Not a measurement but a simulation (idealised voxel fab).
voxel self aligned vias: a process module
FYI the section here is cut, 250 nm wide, cells are 5 nm squares.
Format of a cross-section: grid, square cells. Given as bands. Order: top down. Band: one or more rows of cells.
Basically the band line says how high the top is and how high the bottom is, in nm, and then what's in it from left to right, every material with its width in nm. Empty space shows up as "empty", and if a single material carries "full width" it runs the full band edge to edge.
Where do heights start? At 0: under that level the wafer as delivered is made of one material only. And the lowest band has no floor; it just carries on downward, as in "0 -> down".
A two-number width, for instance "30 to 40", indicates that the width is equal to the first number in the top row of the band and to the second number in the bottom row, and that it changes by a constant amount per row of cells.
"changes: none" -> step changed no cross-section cell.
Look at "Cavities, sealed" for the closed voids: empty spaces with no open path to the top, sized 8 cells or up. Each is width x height at distance, distance from the left edge, all nm.
If you see something after the settings on a step's line, that's the simulator's own remark about that step.
overlay nm: how far to the right of its planned place the mask lay on this masked step (negative: to the left).

SO HERE'S THE LINEUP OF PROCESS STEPS WE PLANNED
1: RECEIVE,material Si
2: CONFORMAL_DEP,material SiO2,thk nm 15
3: CONFORMAL_DEP,material SiCN,thk nm 5
4: DIRECTIONAL_DEP,material SiO2,thk nm 25
5: MASKED_ETCH,tone open,mask id LINES,width nm 25,pitch nm 65,etch materials SiO2,depth nm 25,overlay nm 0
6: CONFORMAL_DEP,material TiN,thk nm 5
7: FILL_DEP,material W,thk nm 5
8: CMP,height nm 45
9: SELECTIVE_ETCH,etch materials W Ru TiN,depth nm 10
10: FILL_DEP,material SiN,thk nm 10
11: CMP,height nm 45
12: DIRECTIONAL_DEP,material SiO2,thk nm 20
13: MASKED_ETCH,tone open,mask id VIAS,width nm 35,pitch nm 65,etch materials SiO2,depth nm 20,overlay nm 0
14: MASKED_ETCH,tone open,mask id VIAS,width nm 35,pitch nm 65,etch materials SiN,depth nm 10,overlay nm 0
15: CONFORMAL_DEP,material TiN,thk nm 5
16: FILL_DEP,material W,thk nm 10
17: CMP,height nm 65
18: CONFORMAL_DEP,material SiN,thk nm 5
The value of thk nm given for step 3 in the plan refers to the first wafer; the wafers vary in this setting and are alike at the start.

RECEIVED CONDITION OF THE FIRST OF SEVERAL WAFERS, SECTIONED: POST-STEP 1
	0 -> down = Si full width
	Cavities, sealed: none

FIRST OF SEVERAL WAFERS: CROSS-SECTION AT THE END OF THE MODULE, AFTER STEP 18, ITS LAST STEP
	70 -> 65 = SiN full width
	65 -> 50 = 75 nm SiO2  5 nm TiN  25 nm W  5 nm TiN  30 nm SiO2  5 nm TiN  25 nm W  5 nm TiN  75 nm SiO2
	50 -> 40 = 75 to 80 nm SiO2  10 to 5 nm TiN  15 nm W  10 to 5 nm TiN  30 to 40 nm SiO2  10 to 5 nm TiN  15 nm W  10 to 5 nm TiN  75 to 80 nm SiO2
	40 -> 35 = 80 nm SiO2  25 nm TiN  40 nm SiO2  25 nm TiN  80 nm SiO2
	35 -> 25 = 80 nm SiO2  5 nm TiN  15 nm W  5 nm TiN  40 nm SiO2  5 nm TiN  15 nm W  5 nm TiN  80 nm SiO2
	25 -> 20 = 80 nm SiO2  25 nm TiN  40 nm SiO2  25 nm TiN  80 nm SiO2
	20 -> 15 = SiCN full width
	15 -> 0 = SiO2 full width
	0 -> down = Si full width
	Cavities, sealed: none

LAST WAFER X-SEC, END OF MODULE
	70 -> 65 = SiN full width
	65 -> 50 = 75 nm SiO2  5 nm TiN  25 nm W  5 nm TiN  30 nm SiO2  5 nm TiN  25 nm W  5 nm TiN  75 nm SiO2
	50 -> 40 = 75 to 80 nm SiO2  10 to 5 nm TiN  15 nm W  10 to 5 nm TiN  30 to 40 nm SiO2  10 to 5 nm TiN  15 nm W  10 to 5 nm TiN  75 to 80 nm SiO2
	40 -> 35 = 80 nm SiO2  25 nm TiN  40 nm SiO2  25 nm TiN  80 nm SiO2
	35 -> 15 = SiCN full width
	15 -> 0 = SiO2 full width
	0 -> down = Si full width
	Cavities, sealed: none

HERE IS HOW TO READ THE ROWS: EVERY WAFER HAS A ROW, AND IT SHOWS THE WAFER AT THE END OF THE MODULE, GIVING FOR EACH MATERIAL HOW MANY CELLS WERE GAINED (+) OR LOST (-) SINCE THE WAFER WAS RECEIVED, THEN LISTING ITS CLOSED VOIDS
thk nm 5; +50 SiCN; +50 SiN; +494 SiO2; +52 TiN; +54 W; Cavities, sealed: none
thk nm 10; +100 SiCN; +50 SiN; +454 SiO2; +48 TiN; +48 W; Cavities, sealed: none
thk nm 15; +150 SiCN; +50 SiN; +414 SiO2; +44 TiN; +42 W; Cavities, sealed: none
thk nm 20; +200 SiCN; +50 SiN; +374 SiO2; +34 TiN; +42 W; Cavities, sealed: none
